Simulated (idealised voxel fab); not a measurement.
The following is a process module called voxel ribs on slabs.
Each square cell in cross-section cut measures 5 nm, and the section as a whole is 295 nm wide.
Cross-sections here: square-cell grids, written as top-down lists of bands, a band being one or more rows of cells. It is stipulated that each band's entry specify, in nanometres, the height of the top of the band and then that of its bottom, followed by the materials of the band in left-to-right sequence, each together with its width in nanometres. A single material marked by the word "all across" is understood to fill the band from edge to edge; the word "empty" is understood to denote empty space. Below 0: as-received wafer, all one material; heights counted from there. Lowest band: no bottom, goes on down, written "0 and below". A width such as "30 to 40" changes by the same amount from each row of cells to the next, from the band's top row to its bottom row. Where the words "remained unchanged" appear for a step, the cross-section shows no cell changed by that step; every cell remained as before. "Sealed void list" enumerates empty spaces isolated from the top, with no open way to it, that contain at least 8 cells, giving each as width x height at distance from the left edge, all three in nm. What comes after the settings on a step's line is commentary from the simulator itself on that step. The setting "overlay nm" may be written on the line of a step. When the step uses a mask, the value reports how far to the right of the planned place the mask lay, and a negative value reports that it lay to the left.
So here's the lineup of process steps we planned:
1,RECEIVE with material Si
2,DIRECTIONAL_DEP with material SiO2, thk nm 30
3,DIRECTIONAL_DEP with material SiN, thk nm 15
4,PATTERN with tone cover, mask id RIB, material resist, width nm 15, thk nm 20, overlay nm 0
5,DIRECTIONAL_ETCH with etch materials SiN, depth nm 10
6,STRIP with etch materials resist
7,MASKED_ETCH with tone cover, mask id SLAB, width nm 75, etch materials SiN, depth nm 5, overlay nm 0
8,FILL_DEP with material SiO2, thk nm 25
9,CMP with height nm 65
10,DIRECTIONAL_DEP with material W, thk nm 10
11,DIRECTIONAL_DEP with material aC, thk nm 15
12,PATTERN with tone cover, mask id HEATER, material resist, width nm 25, thk nm 35, overlay nm 0
13,DIRECTIONAL_ETCH with etch materials aC, depth nm 15
14,STRIP with etch materials resist
15,DIRECTIONAL_ETCH with etch materials W, depth nm 10
16,STRIP with etch materials aC
17,CONFORMAL_DEP with material SiO2, thk nm 5
This is the cross-section of the wafer as we received it, i.e. after step 1:
- 0 and below: Si all across
- Sealed void list: none
End-of-module XS, first of two wafers, run as planned:
- 80 down to 75: empty: 130, SiO2: 35, empty: 130
- 75 down to 70: empty: 130, SiO2: 5, W: 25, SiO2: 5, empty: 130
- 70 down to 65: SiO2: 135, W: 25, SiO2: 135
- 65 down to 45: SiO2 all across
- 45 down to 35: SiO2: 140, SiN: 15, SiO2: 140
- 35 down to 30: SiO2: 110, SiN: 75, SiO2: 110
- 30 down to 0: SiO2 all across
- 0 and below: Si all across
- Sealed void list: none
Now the second wafer, cross-sectioned at the end of the module. Nothing different at the start, nothing different in the plan compared with the first, just one mistake when it was actually run:
- 80 down to 75: empty: 130, SiO2: 35, empty: 130
- 75 down to 70: empty: 130, SiO2: 5, W: 25, SiO2: 5, empty: 130
- 70 down to 65: SiO2: 135, W: 25, SiO2: 135
- 65 down to 45: SiO2 all across
- 45 down to 35: SiO2: 140, SiN: 20, SiO2: 135
- 35 down to 30: SiO2: 110, SiN: 75, SiO2: 110
- 30 down to 0: SiO2 all across
- 0 and below: Si all across
- Sealed void list: none
Processing error: step 4 off recipe, ran as PATTERN with tone cover, mask id RIB, material resist, width nm 20, thk nm 20, overlay nm 0
Final difference in cells, second wafer against first, listed per material as more or fewer: SiN: 2 more; SiO2: 2 fewer
